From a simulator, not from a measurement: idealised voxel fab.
The name of this process module is voxel tone inversion.
295 nm wide, 5 nm square cells: that's cross-section cut.
Format of a cross-section: grid, square cells. Given as bands. Order: top down. Band: one or more rows of cells.
Look at the band entry: it leads with the top's height and the bottom's height in nm. Then it lists the materials left to right, with a width in nm for each. The word "throughout" on a single material says that material fills the band edge to edge. The word "air" is empty space.
Heights are reckoned from 0. Under this level, the received wafer is all of one material. The bottommost band is open-ended downward, for example "from 0 down".
You'd read "30 to 40" like this: the band's top row of cells is as wide as the first number, its bottom row is as wide as the second, and going down, every row changes width by the same amount as the row before did.
Where the words "nothing altered" appear for a step, the cross-section shows no cell changed by that step; every cell remained as before.
The entry "Sealed void list" lists the empty spaces that cover at least 8 cells and have no open path to the top. Each is written as width x height at distance, where the distance is measured from the left edge and all three values are in nm.
Anything after a step's settings on that line? It's the simulator's own note about the step.
overlay nm: for a step with a mask, the amount by which the mask lay right of where it was planned; a negative amount means left of it.
This section lists the process steps that were planned
1 RECEIVE (material Si)
2 CONFORMAL_DEP (material SiN; thk nm 10)
3 DIRECTIONAL_DEP (material polySi; thk nm 20)
4 PATTERN (tone cover; mask id POSTS; material resist; width nm 20; pitch nm 50; thk nm 30; overlay nm 0)
5 DIRECTIONAL_ETCH (etch materials polySi; depth nm 20)
6 STRIP (etch materials resist)
7 FILL_DEP (material lowk; thk nm 10)
8 CMP (height nm 30)
9 STRIP (etch materials polySi)
10 CONFORMAL_DEP (material TiN; thk nm 5)
11 FILL_DEP (material Ru; thk nm 5)
12 CMP (height nm 30)
13 CONFORMAL_DEP (material SiCN; thk nm 5)
First out of two wafers; run went to plan
So this is the incoming wafer in cross-section - it's already been through step 1
  from 0 down | Si throughout
  Sealed void list: none
Once step 2 is through, the wafer looks like this in cross-section
  from 10 to 0 | SiN throughout
  Rest of section, below 0: as before.
Once step 3 is through, the wafer looks like this in cross-section
  from 30 to 10 | polySi throughout
  Rest of section, below 10: as before.
Once step 4 is through, the wafer looks like this in cross-section
  from 60 to 30 | 110 of air, 20 of resist, 30 of air, 20 of resist, 115 of air
  Rest of section, below 30: as before.
Once step 5 is through, the wafer looks like this in cross-section
  from 60 to 30 | 110 of air, 20 of resist, 30 of air, 20 of resist, 115 of air
  from 30 to 10 | 110 of air, 20 of polySi, 30 of air, 20 of polySi, 115 of air
  Rest of section, below 10: as before.
Once step 6 is through, the wafer looks like this in cross-section
  from 30 to 10 | 110 of air, 20 of polySi, 30 of air, 20 of polySi, 115 of air
  Rest of section, below 10: as before.
Once step 7 is through, the wafer looks like this in cross-section
  from 40 to 30 | lowk throughout
  from 30 to 10 | 110 of lowk, 20 of polySi, 30 of lowk, 20 of polySi, 115 of lowk
  Rest of section, below 10: as before.
Once step 8 is through, the wafer looks like this in cross-section
  from 30 to 10 | 110 of lowk, 20 of polySi, 30 of lowk, 20 of polySi, 115 of lowk
  Rest of section, below 10: as before.
Once step 9 is through, the wafer looks like this in cross-section
  from 30 to 10 | 110 of lowk, 20 of air, 30 of lowk, 20 of air, 115 of lowk
  Rest of section, below 10: as before.
Once step 10 is through, the wafer looks like this in cross-section
  from 35 to 30 | 115 of TiN, 10 of air, 40 of TiN, 10 of air, 120 of TiN
  from 30 to 15 | 110 of lowk, 5 of TiN, 10 of air, 5 of TiN, 30 of lowk, 5 of TiN, 10 of air, 5 of TiN, 115 of lowk
  from 15 to 10 | 110 of lowk, 20 of TiN, 30 of lowk, 20 of TiN, 115 of lowk
  Rest of section, below 10: as before.
Once step 11 is through, the wafer looks like this in cross-section
  from 40 to 35 | Ru throughout
  from 35 to 30 | 115 of TiN, 10 of Ru, 40 of TiN, 10 of Ru, 120 of TiN
  from 30 to 15 | 110 of lowk, 5 of TiN, 10 of Ru, 5 of TiN, 30 of lowk, 5 of TiN, 10 of Ru, 5 of TiN, 115 of lowk
  Rest of section, below 15: as before.
Once step 12 is through, the wafer looks like this in cross-section
  from 30 to 15 | 110 of lowk, 5 of TiN, 10 of Ru, 5 of TiN, 30 of lowk, 5 of TiN, 10 of Ru, 5 of TiN, 115 of lowk
  Rest of section, below 15: as before.
Once step 13 is through, the wafer looks like this in cross-section
  from 35 to 30 | SiCN throughout
  Rest of section, below 30: as before.
The second wafer: identical to the first at the outset and in its planned sequence, differing only in that one mistake was made during processing; up to and including step 1, its path is the first wafer's path
Cross-section: second wafer, time at which step 2 was scheduled to end
  from 5 to 0 | SiN throughout
  Rest of section, below 0: as before.
Cross-section: second wafer, time at which step 3 was scheduled to end
  from 25 to 5 | polySi throughout
  Rest of section, below 5: as before.
Cross-section: second wafer, time at which step 4 was scheduled to end
  from 55 to 25 | 110 of air, 20 of resist, 30 of air, 20 of resist, 115 of air
  Rest of section, below 25: as before.
Cross-section: second wafer, time at which step 5 was scheduled to end
  from 55 to 25 | 110 of air, 20 of resist, 30 of air, 20 of resist, 115 of air
  from 25 to 5 | 110 of air, 20 of polySi, 30 of air, 20 of polySi, 115 of air
  Rest of section, below 5: as before.
Cross-section: second wafer, time at which step 6 was scheduled to end
  from 25 to 5 | 110 of air, 20 of polySi, 30 of air, 20 of polySi, 115 of air
  Rest of section, below 5: as before.
Cross-section: second wafer, time at which step 7 was scheduled to end
  from 35 to 25 | lowk throughout
  from 25 to 5 | 110 of lowk, 20 of polySi, 30 of lowk, 20 of polySi, 115 of lowk
  Rest of section, below 5: as before.
Cross-section: second wafer, time at which step 8 was scheduled to end
  from 30 to 25 | lowk throughout
  Rest of section, below 25: as before.
Cross-section: second wafer, time at which step 9 was scheduled to end: nothing altered
Cross-section: second wafer, time at which step 10 was scheduled to end
  from 35 to 30 | TiN throughout
  Rest of section, below 30: as before.
Cross-section: second wafer, time at which step 11 was scheduled to end
  from 40 to 35 | Ru throughout
  Rest of section, below 35: as before.
Cross-section: second wafer, time at which step 12 was scheduled to end
  from 30 to 25 | lowk throughout
  Rest of section, below 25: as before.
Cross-section: second wafer, time at which step 13 was scheduled to end
  from 35 to 30 | SiCN throughout
  Rest of section, below 30: as before.
Here's what went sideways: step 2 deviated from plan and actually ran as CONFORMAL_DEP (material SiN; thk nm 5)
End of process, cell counts, second wafer against first, materials with more or fewer: -12 Ru; -59 SiN; -20 TiN; +59 lowk; +32 polySi
